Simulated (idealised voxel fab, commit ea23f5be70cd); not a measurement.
process module | voxel quadruple lines
cross-section cut | 255 nm wide | cells 5 nm
A cross-section is a grid of square cells, given in bands from the top down. A band is one or more rows of cells.
Each band's line starts with the height of the band's top and of its bottom, in nm. Then come its materials from left to right, each with its width in nm. One material with "throughout" fills the band from edge to edge. "air" is empty space.
Height 0 is the level under which the wafer as received is all one material. The lowest band goes on downwards, as in "0 down".
A width such as "30 to 40" changes by the same amount from each row of cells to the next, from the band's top row to its bottom row.
"no change" after a step means that no cell of the cross-section changed.
closed voids: empty space of 8 cells or more with no open way to the top, each as width x height at its distance from the left edge, in nm
after a step's settings: what the simulator itself notes on the step
overlay nm, on a step with a mask: how far to the right of its planned place the mask lay; to the left if negative
plan
1 op RECEIVE | material Si
2 op CONFORMAL_DEP | material Al2O3 | thk nm 10
3 op DIRECTIONAL_DEP | material W | thk nm 15
4 op DIRECTIONAL_DEP | material polySi | thk nm 15
5 op DIRECTIONAL_DEP | material aC | thk nm 20
6 op PATTERN | tone cover | mask id MANDREL | material resist | width nm 30 | thk nm 30 | overlay nm 0
7 op DIRECTIONAL_ETCH | etch materials aC | depth nm 20
8 op STRIP | etch materials resist
9 op CONFORMAL_DEP | material SiO2 | thk nm 10
10 op DIRECTIONAL_ETCH | etch materials SiO2 | depth nm 10
11 op STRIP | etch materials aC
12 op DIRECTIONAL_ETCH | etch materials polySi | depth nm 15
13 op STRIP | etch materials SiO2
14 op CONFORMAL_DEP | material SiN | thk nm 10
15 op DIRECTIONAL_ETCH | etch materials SiN | depth nm 10
16 op STRIP | etch materials polySi
17 op DIRECTIONAL_ETCH | etch materials W | depth nm 15
18 op STRIP | etch materials SiN
as received, after step 1
  0 down: Si throughout
  closed voids: none
a wafer at the end: this start, this plan, one mistake
  25 to 10: air 100 | W 10 | air 10 | W 10 | air 10 | W 10 | air 105
  10 to 0: Al2O3 throughout
  0 down: Si throughout
  closed voids: none
what went wrong: step 6 ran as: op PATTERN | tone open | mask id MANDREL | material resist | width nm 30 | thk nm 30 | overlay nm 0
